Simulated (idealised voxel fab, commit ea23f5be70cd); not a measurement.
process module | voxel transistor to metal
cross-section cut | 205 nm wide | cells 5 nm
A cross-section is a grid of square cells, given in bands from the top down. A band is one or more rows of cells.
Each band's line starts with the height of the band's top and of its bottom, in nm. Then come its materials from left to right, each with its width in nm. One material with "throughout" fills the band from edge to edge. "air" is empty space.
Height 0 is the level under which the wafer as received is all one material. The lowest band goes on downwards, as in "0 down".
A width such as "30 to 40" changes by the same amount from each row of cells to the next, from the band's top row to its bottom row.
"no change" after a step means that no cell of the cross-section changed.
closed voids: empty space of 8 cells or more with no open way to the top, each as width x height at its distance from the left edge, in nm
after a step's settings: what the simulator itself notes on the step
overlay nm, on a step with a mask: how far to the right of its planned place the mask lay; to the left if negative
plan
1 op RECEIVE | material Si
2 op OXIDIZE | depth nm 5
3 op CONFORMAL_DEP | material SiN | thk nm 15
4 op DIRECTIONAL_DEP | material aC | thk nm 10
5 op PATTERN | tone cover | mask id ACTIVE | material resist | width nm 105 | thk nm 25 | overlay nm 0
6 op DIRECTIONAL_ETCH | etch materials aC | depth nm 10
7 op STRIP | etch materials resist
8 op DIRECTIONAL_ETCH | etch materials SiN | depth nm 15
9 op DIRECTIONAL_ETCH | etch materials SiO2 | depth nm 5
10 op DIRECTIONAL_ETCH | etch materials Si | depth nm 35
11 op STRIP | etch materials aC
12 op FILL_DEP | material SiO2 | thk nm 15
13 op CMP | height nm 15
14 op SELECTIVE_ETCH | etch materials SiO2 | depth nm 10
15 op STRIP | etch materials SiN
16 op SELECTIVE_ETCH | etch materials SiO2 | depth nm 5
17 op OXIDIZE | depth nm 5
18 op DIRECTIONAL_DEP | material polySi | thk nm 20
19 op DIRECTIONAL_DEP | material SiCN | thk nm 15
20 op MASKED_ETCH | tone cover | mask id GATE | width nm 25 | etch materials SiCN | depth nm 25 | overlay nm 0
21 op MASKED_ETCH | tone cover | mask id GATE | width nm 25 | etch materials polySi | depth nm 30 | overlay nm 0
22 op CONFORMAL_DEP | material SiN | thk nm 10
23 op DIRECTIONAL_ETCH | etch materials SiN | depth nm 10
24 op DIRECTIONAL_ETCH | etch materials SiO2 | depth nm 5
25 op DIRECTIONAL_ETCH | etch materials Si | depth nm 15
26 op EPI | material pSi | thk nm 15
27 op FILL_DEP | material SiO2 | thk nm 10
28 op CMP | height nm 15
29 op STRIP | etch materials polySi
30 op SELECTIVE_ETCH | etch materials SiO2 | depth nm 5
31 op CONFORMAL_DEP | material HfO2 | thk nm 5
32 op CONFORMAL_DEP | material TiN | thk nm 5
33 op FILL_DEP | material W | thk nm 5
34 op CMP | height nm 10
35 op DIRECTIONAL_DEP | material SiO2 | thk nm 15
36 op MASKED_ETCH | tone open | mask id CONTACT | width nm 15 | pitch nm 80 | etch materials SiO2 | depth nm 20 | overlay nm 0
37 op CONFORMAL_DEP | material TiN | thk nm 5
38 op FILL_DEP | material W | thk nm 5
39 op CMP | height nm 25
40 op CONFORMAL_DEP | material SiCN | thk nm 5
41 op DIRECTIONAL_DEP | material SiO2 | thk nm 25
42 op DIRECTIONAL_DEP | material aC | thk nm 10
43 op PATTERN | tone open | mask id METAL_1 | material resist | width nm 15 | pitch nm 80 | thk nm 30 | overlay nm 0
44 op DIRECTIONAL_ETCH | etch materials aC | depth nm 10
45 op STRIP | etch materials resist
46 op DIRECTIONAL_ETCH | etch materials SiO2 | depth nm 25
47 op DIRECTIONAL_ETCH | etch materials SiCN | depth nm 5
48 op STRIP | etch materials aC
49 op CONFORMAL_DEP | material TiN | thk nm 5
50 op FILL_DEP | material W | thk nm 5
51 op CMP | height nm 55
52 op EPI | material Ru | thk nm 5
53 op FILL_DEP | material SiCN | thk nm 5
as received, after step 1
  0 down: Si throughout
  closed voids: none
a wafer at the end: this start, this plan, one mistake
  60 to 55: SiCN throughout
  55 to 30: SiN throughout
  30 to 25: SiCN throughout
  25 to 10: SiO2 55 | TiN 5 | W 5 | TiN 5 | SiO2 65 | TiN 5 | W 5 | TiN 5 | SiO2 55
  10 to 5: SiO2 55 | TiN 15 | SiO2 10 | SiN 10 | HfO2 5 | TiN 5 | W 5 | TiN 5 | HfO2 5 | SiN 10 | SiO2 10 | TiN 15 | SiO2 55
  5 to 0: SiO2 50 | pSi 30 | SiN 10 | HfO2 5 | TiN 5 | W 5 | TiN 5 | HfO2 5 | SiN 10 | pSi 30 | SiO2 50
  0 to -5: SiO2 45 | SiN 10 | pSi 25 | SiN 10 | HfO2 5 | TiN 15 | HfO2 5 | SiN 10 | pSi 25 | SiN 10 | SiO2 45
  -5 to -10: SiO2 55 | pSi 25 | SiO2 5 | HfO2 35 | SiO2 5 | pSi 25 | SiO2 55
  -10 to -25: SiO2 50 | Si 5 | pSi 25 | Si 45 | pSi 25 | Si 5 | SiO2 50
  -25 to -40: SiO2 50 | Si 105 | SiO2 50
  -40 down: Si throughout
  closed voids: none
what went wrong: step 41 ran as: op DIRECTIONAL_DEP | material SiN | thk nm 25
